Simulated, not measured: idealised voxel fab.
process module | voxel transistor to metal
cross-section cut | 215 nm wide | cells 5 nm
A cross-section is a grid of square cells, given in bands from the top down. A band is one or more rows of cells.
Each band's line starts with the height of the band's top and of its bottom, in nm. Then come its materials from left to right, each with its width in nm. One material with "throughout" fills the band from edge to edge. "air" is empty space.
Height 0 is the level under which the wafer as received is all one material. The lowest band goes on downwards, as in "0 down".
A width such as "30 to 40" changes by the same amount from each row of cells to the next, from the band's top row to its bottom row.
"no change" after a step means that no cell of the cross-section changed.
closed voids: empty space of 8 cells or more with no open way to the top, each as width x height at its distance from the left edge, in nm
after a step's settings: what the simulator itself notes on the step
overlay nm, on a step with a mask: how far to the right of its planned place the mask lay; to the left if negative
plan
1 op RECEIVE | material Si
2 op OXIDIZE | depth nm 5
3 op CONFORMAL_DEP | material SiN | thk nm 15
4 op MASKED_ETCH | tone cover | mask id ACTIVE | width nm 95 | etch materials SiN | depth nm 15 | overlay nm 0
5 op MASKED_ETCH | tone cover | mask id ACTIVE | width nm 95 | etch materials SiO2 | depth nm 5 | overlay nm 0
6 op MASKED_ETCH | tone cover | mask id ACTIVE | width nm 95 | etch materials Si | depth nm 35 | overlay nm 0
7 op OXIDIZE | depth nm 5
8 op FILL_DEP | material SiO2 | thk nm 10
9 op CMP | height nm 15
10 op SELECTIVE_ETCH | etch materials SiO2 | depth nm 5
11 op STRIP | etch materials SiN
12 op SELECTIVE_ETCH | etch materials SiO2 | depth nm 5
13 op OXIDIZE | depth nm 5
14 op DIRECTIONAL_DEP | material polySi | thk nm 30
15 op DIRECTIONAL_DEP | material SiCN | thk nm 15
16 op MASKED_ETCH | tone cover | mask id GATE | width nm 15 | etch materials SiCN | depth nm 25 | overlay nm 0
17 op MASKED_ETCH | tone cover | mask id GATE | width nm 15 | etch materials polySi | depth nm 40 | overlay nm 0
18 op CONFORMAL_DEP | material SiO2 | thk nm 5
19 op DIRECTIONAL_ETCH | etch materials SiO2 | depth nm 5
20 op CONFORMAL_DEP | material SiN | thk nm 5
21 op DIRECTIONAL_ETCH | etch materials SiN | depth nm 5
22 op DIRECTIONAL_ETCH | etch materials SiO2 | depth nm 5
23 op DIRECTIONAL_ETCH | etch materials Si | depth nm 15
24 op EPI | material SiGe | thk nm 20
25 op FILL_DEP | material SiO2 | thk nm 10
26 op CMP | height nm 40
27 op DIRECTIONAL_DEP | material SiO2 | thk nm 15
28 op MASKED_ETCH | tone open | mask id CONTACT | width nm 25 | pitch nm 50 | etch materials SiO2 | depth nm 45 | overlay nm 0
29 op CONFORMAL_DEP | material TiN | thk nm 5
30 op FILL_DEP | material Ru | thk nm 10
31 op CMP | height nm 55
32 op CONFORMAL_DEP | material SiN | thk nm 5
33 op DIRECTIONAL_DEP | material lowk | thk nm 15
34 op PATTERN | tone open | mask id METAL_1 | material resist | width nm 15 | pitch nm 60 | thk nm 20 | overlay nm 0
35 op DIRECTIONAL_ETCH | etch materials lowk | depth nm 15
36 op DIRECTIONAL_ETCH | etch materials SiN | depth nm 5
37 op STRIP | etch materials resist
38 op CONFORMAL_DEP | material TiN | thk nm 5
39 op FILL_DEP | material W | thk nm 5
40 op CMP | height nm 75
41 op EPI | material Ru | thk nm 5
42 op FILL_DEP | material SiCN | thk nm 5
as received, after step 1
  0 down: Si throughout
  closed voids: none
first wafer at the end, as planned
  85 to 80: SiCN throughout
  80 to 75: SiCN 65 | Ru 25 | SiCN 35 | Ru 25 | SiCN 65
  75 to 60: lowk 70 | TiN 5 | W 5 | TiN 5 | lowk 45 | TiN 5 | W 5 | TiN 5 | lowk 70
  60 to 55: SiN 70 | TiN 15 | SiN 45 | TiN 15 | SiN 70
  55 to 45: SiO2 70 | TiN 5 | Ru 15 | TiN 5 | SiO2 25 | TiN 5 | Ru 15 | TiN 5 | SiO2 70
  45 to 40: SiO2 70 | TiN 5 | Ru 10 | TiN 10 | SiO2 25 | TiN 10 | Ru 10 | TiN 5 | SiO2 70
  40 to 25: SiO2 70 | TiN 5 | Ru 10 | TiN 5 | SiN 5 | SiO2 5 | SiCN 15 | SiO2 5 | SiN 5 | TiN 5 | Ru 10 | TiN 5 | SiO2 70
  25 to 15: SiO2 70 | TiN 5 | Ru 10 | TiN 5 | SiN 5 | SiO2 5 | polySi 15 | SiO2 5 | SiN 5 | TiN 5 | Ru 10 | TiN 5 | SiO2 70
  15 to 10: SiO2 70 | TiN 20 | SiN 5 | SiO2 5 | polySi 15 | SiO2 5 | SiN 5 | TiN 20 | SiO2 70
  10 to 5: SiO2 70 | SiGe 20 | SiN 5 | SiO2 5 | polySi 15 | SiO2 5 | SiN 5 | SiGe 20 | SiO2 70
  5 to -5: SiO2 60 | SiN 5 | SiO2 5 | SiGe 20 | SiN 5 | SiO2 5 | polySi 15 | SiO2 5 | SiN 5 | SiGe 20 | SiO2 5 | SiN 5 | SiO2 60
  -5 to -10: SiO2 65 | SiGe 25 | SiO2 35 | SiGe 25 | SiO2 65
  -10 to -25: SiO2 65 | SiGe 25 | Si 35 | SiGe 25 | SiO2 65
  -25 to -45: SiO2 65 | Si 85 | SiO2 65
  -45 down: Si throughout
  closed voids: none
second wafer at the end: like start, like plan, one mistake
  85 to 80: SiCN throughout
  80 to 75: SiCN 65 | Ru 25 | SiCN 35 | Ru 25 | SiCN 65
  75 to 60: lowk 70 | TiN 5 | W 5 | TiN 5 | lowk 45 | TiN 5 | W 5 | TiN 5 | lowk 70
  60 to 55: SiN 70 | TiN 15 | SiN 45 | TiN 15 | SiN 70
  55 to 45: SiO2 70 | TiN 5 | Ru 15 | TiN 5 | SiO2 25 | TiN 5 | Ru 15 | TiN 5 | SiO2 70
  45 to 40: SiO2 70 | TiN 5 | Ru 10 | TiN 10 | SiO2 25 | TiN 10 | Ru 10 | TiN 5 | SiO2 70
  40 to 30: SiO2 70 | TiN 5 | Ru 10 | TiN 5 | SiN 5 | SiO2 5 | SiCN 15 | SiO2 5 | SiN 5 | TiN 5 | Ru 10 | TiN 5 | SiO2 70
  30 to 20: SiO2 70 | TiN 5 | Ru 10 | TiN 5 | SiN 5 | SiO2 5 | polySi 15 | SiO2 5 | SiN 5 | TiN 5 | Ru 10 | TiN 5 | SiO2 70
  20 to 15: SiO2 70 | TiN 20 | SiN 5 | SiO2 5 | polySi 15 | SiO2 5 | SiN 5 | TiN 20 | SiO2 70
  15 to 5: SiO2 60 | SiGe 30 | SiN 5 | SiO2 5 | polySi 15 | SiO2 5 | SiN 5 | SiGe 30 | SiO2 60
  5 to 0: SiO2 60 | SiGe 5 | SiN 5 | SiGe 20 | SiN 5 | SiO2 5 | polySi 15 | SiO2 5 | SiN 5 | SiGe 20 | SiN 5 | SiGe 5 | SiO2 60
  0 to -5: SiO2 70 | SiGe 20 | SiO2 35 | SiGe 20 | SiO2 70
  -5 to -20: SiO2 65 | Si 5 | SiGe 20 | Si 35 | SiGe 20 | Si 5 | SiO2 65
  -20 to -45: SiO2 65 | Si 85 | SiO2 65
  -45 down: Si throughout
  closed voids: none
what went wrong: steps 11 and 12 were swapped
at the end the second wafer has, in cells: 4 fewer of Ru | 23 more of Si | 3 fewer of SiCN | 2 more of SiGe | 4 fewer of SiN | 10 fewer of SiO2 | 4 fewer of TiN
